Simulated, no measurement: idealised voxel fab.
Herein follows the process module entitled voxel trench capacitor.
We display cut, a cross-section 285 nm in width whose square cells are each 5 nm.
Format of a cross-section: grid, square cells. Given as bands. Order: top down. Band: one or more rows of cells. Within each band entry, the heights of the top and of the bottom of the band appear first, in that order and in nm; the materials of the band then follow from left to right, each with its corresponding width in nm. The designation "edge to edge" on a single material indicates that it fills the band from edge to edge; the designation "blank" indicates empty space. The level at which height equals 0 is the one under which the wafer, as it arrives, is entirely one material. No lower edge exists for the bottom band, which continues downward and is notated as in "z 0 and below". A width given as "30 to 40" starts at the first number in the band's top row and ends at the second number in its bottom row, shifting by an equal amount at every step from row to row. Where the words "nothing different" appear for a step, the cross-section shows no cell changed by that step; every cell remained as before. What "Fully closed voids" gives you is every empty space of 8 cells or more that is cut off from the top. Each appears as width x height at distance, with the distance taken from the left edge and width, height and distance all in nm. Whatever follows a step's settings on its line is a remark the simulator itself makes about that step. You can add "overlay nm" to a step's line. For a step with a mask, it describes how far the mask lay to the right of its planned position, and a negative number describes a lay to the left.

## This section lists the process steps that were planned
1,RECEIVE,material Si
2,CONFORMAL_DEP,material SiN,thk nm 5
3,MASKED_ETCH,tone open,mask id TRENCH,width nm 20,pitch nm 45,etch materials SiN,depth nm 5,overlay nm 0
4,MASKED_ETCH,tone open,mask id TRENCH,width nm 20,pitch nm 45,etch materials Si,depth nm 25,overlay nm 0
5,CONFORMAL_DEP,material SiO2,thk nm 5
6,FILL_DEP,material polySi,thk nm 5
7,CMP,height nm 5

## Wafer as received: cross-section following step 1
> z 0 and below = Si edge to edge
> Fully closed voids: none

## The module was run from the start shown above using the plan shown above, but one mistake was made doing it; the resulting wafer cross-section is below
> z 5 to 0 = SiN: 85, SiO2: 5, polySi: 10, SiO2: 5, SiN: 25, SiO2: 5, polySi: 10, SiO2: 5, SiN: 25, SiO2: 5, polySi: 10, SiO2: 5, SiN: 90
> z 0 to -45 = Si: 85, SiO2: 5, polySi: 10, SiO2: 5, Si: 25, SiO2: 5, polySi: 10, SiO2: 5, Si: 25, SiO2: 5, polySi: 10, SiO2: 5, Si: 90
> z -45 to -50 = Si: 85, SiO2: 20, Si: 25, SiO2: 20, Si: 25, SiO2: 20, Si: 90
> z -50 and below = Si edge to edge
> Fully closed voids: none
The mistake made against the process plan was this: step 4 in the plan was executed twice
